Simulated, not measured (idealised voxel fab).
The process module presented herein is designated voxel released beams.
Displayed cross-section: cut, width of 200 nm, square cells sized 5 nm.
A cross-section is a grid of square cells, given in bands from the top down. A band is one or more rows of cells. For a band, the entry starts with two heights in nm, that of the top and then that of the bottom, and carries on with the band's materials in order from left to right, each alongside its width in nm; the word "full width" beside a single material means it fills the band edge to edge, and "air" means empty space. All heights in this document are referenced to 0, defined as the level beneath which the wafer, as received, consists entirely of one material. The lowest band is not bounded below; it extends indefinitely downward and is written in the form "0 -> down". Width: "30..40" (first number = top row, second number = bottom row, same change from row to row of cells). "no alteration" (step): cross-section cells unchanged, all of them. In the "Sealed cavities" entry, you get each enclosed empty space of 8 cells or more, one with no open way to the top, written width x height at distance, distance from the left edge, in nm. Post-settings text on a step line: simulator's own remark regarding the step. You can add "overlay nm" to a step's line. For a step with a mask, it describes how far the mask lay to the right of its planned position, and a negative number describes a lay to the left.

## This section lists the process steps that were planned
1. RECEIVE, material Si
2. CONFORMAL_DEP, material Al2O3, thk nm 5
3. DIRECTIONAL_DEP, material SiO2, thk nm 15
4. DIRECTIONAL_DEP, material aC, thk nm 10
5. PATTERN, tone open, mask id ANCHOR, material resist, width nm 25, thk nm 30, overlay nm 0
6. DIRECTIONAL_ETCH, etch materials aC, depth nm 10
7. STRIP, etch materials resist
8. DIRECTIONAL_ETCH, etch materials SiO2, depth nm 15
9. STRIP, etch materials aC
10. CONFORMAL_DEP, material W, thk nm 10
11. PATTERN, tone cover, mask id BEAM, material resist, width nm 70, thk nm 15, overlay nm 0
12. DIRECTIONAL_ETCH, etch materials W, depth nm 10
13. STRIP, etch materials resist
14. STRIP, etch materials SiO2

## First wafer, two in total, run as planned

## Delivered wafer in cross-section: state after step 1
    0 -> down: Si full width
    Sealed cavities: none

## State of the wafer after step 2, shown in cross-section
    5 -> 0: Al2O3 full width
    Anything lower than 0 is untouched.

## State of the wafer after step 3, shown in cross-section
    20 -> 5: SiO2 full width
    Anything lower than 5 is untouched.

## State of the wafer after step 4, shown in cross-section
    30 -> 20: aC full width
    Anything lower than 20 is untouched.

## State of the wafer after step 5, shown in cross-section
    60 -> 30: resist (65), air (25), resist (110)
    Anything lower than 30 is untouched.

## State of the wafer after step 6, shown in cross-section
    50 -> 30: resist (65), air (25), resist (110)
    30 -> 20: aC (65), air (25), aC (110)
    Anything lower than 20 is untouched.

## State of the wafer after step 7, shown in cross-section
    30 -> 20: aC (65), air (25), aC (110)
    Anything lower than 20 is untouched.

## State of the wafer after step 8, shown in cross-section
    30 -> 20: aC (65), air (25), aC (110)
    20 -> 5: SiO2 (65), air (25), SiO2 (110)
    Anything lower than 5 is untouched.

## State of the wafer after step 9, shown in cross-section
    20 -> 5: SiO2 (65), air (25), SiO2 (110)
    Anything lower than 5 is untouched.

## State of the wafer after step 10, shown in cross-section
    30 -> 20: W (75), air (5), W (120)
    20 -> 15: SiO2 (65), W (10), air (5), W (10), SiO2 (110)
    15 -> 5: SiO2 (65), W (25), SiO2 (110)
    Anything lower than 5 is untouched.

## State of the wafer after step 11, shown in cross-section
    45 -> 30: air (60), resist (70), air (70)
    30 -> 20: W (75), resist (5), W (120)
    20 -> 15: SiO2 (65), W (10), resist (5), W (10), SiO2 (110)
    Anything lower than 15 is untouched.

## State of the wafer after step 12, shown in cross-section
    45 -> 30: air (60), resist (70), air (70)
    30 -> 20: air (60), W (15), resist (5), W (50), air (70)
    Anything lower than 20 is untouched.

## State of the wafer after step 13, shown in cross-section
    30 -> 20: air (60), W (15), air (5), W (50), air (70)
    20 -> 15: SiO2 (65), W (10), air (5), W (10), SiO2 (110)
    Anything lower than 15 is untouched.

## State of the wafer after step 14, shown in cross-section
    30 -> 20: air (60), W (15), air (5), W (50), air (70)
    20 -> 15: air (65), W (10), air (5), W (10), air (110)
    15 -> 5: air (65), W (25), air (110)
    Anything lower than 5 is untouched.

## Regarding the second of the two wafers: it shared the first wafer's starting condition and process plan, yet one error occurred during its execution. Its history coincides with that of the first wafer up to and including step 7

## Second wafer profile in section, at the moment step 8 of the plan was meant to be complete
    30 -> 20: aC (65), air (25), aC (110)
    20 -> 5: SiO2 (65), air (25), SiO2 (110)
    Anything lower than 5 is untouched.

## Second wafer profile in section, at the moment step 9 of the plan was meant to be complete
    20 -> 5: SiO2 (65), air (25), SiO2 (110)
    Anything lower than 5 is untouched.

## Second wafer profile in section, at the moment step 10 of the plan was meant to be complete
    30 -> 20: W (75), air (5), W (120)
    20 -> 15: SiO2 (65), W (10), air (5), W (10), SiO2 (110)
    15 -> 5: SiO2 (65), W (25), SiO2 (110)
    Anything lower than 5 is untouched.

## Second wafer profile in section, at the moment step 11 of the plan was meant to be complete
    45 -> 30: air (60), resist (70), air (70)
    30 -> 20: W (75), resist (5), W (120)
    20 -> 15: SiO2 (65), W (10), resist (5), W (10), SiO2 (110)
    Anything lower than 15 is untouched.

## Second wafer profile in section, at the moment step 12 of the plan was meant to be complete
    45 -> 30: air (60), resist (70), air (70)
    30 -> 20: air (60), W (15), resist (5), W (50), air (70)
    Anything lower than 20 is untouched.

## Second wafer profile in section, at the moment step 13 of the plan was meant to be complete
    30 -> 20: air (60), W (15), air (5), W (50), air (70)
    20 -> 15: SiO2 (65), W (10), air (5), W (10), SiO2 (110)
    Anything lower than 15 is untouched.

## Second wafer profile in section, at the moment step 14 of the plan was meant to be complete
    30 -> 20: air (60), W (15), air (5), W (50), air (70)
    20 -> 15: air (65), W (10), air (5), W (10), air (110)
    15 -> 5: air (65), W (25), air (110)
    Anything lower than 5 is untouched.
Run error: the plan had its step 8 run twice
Outcome: the two wafer cross-sections end up identical, and the model's computation is unaffected by the mistake.
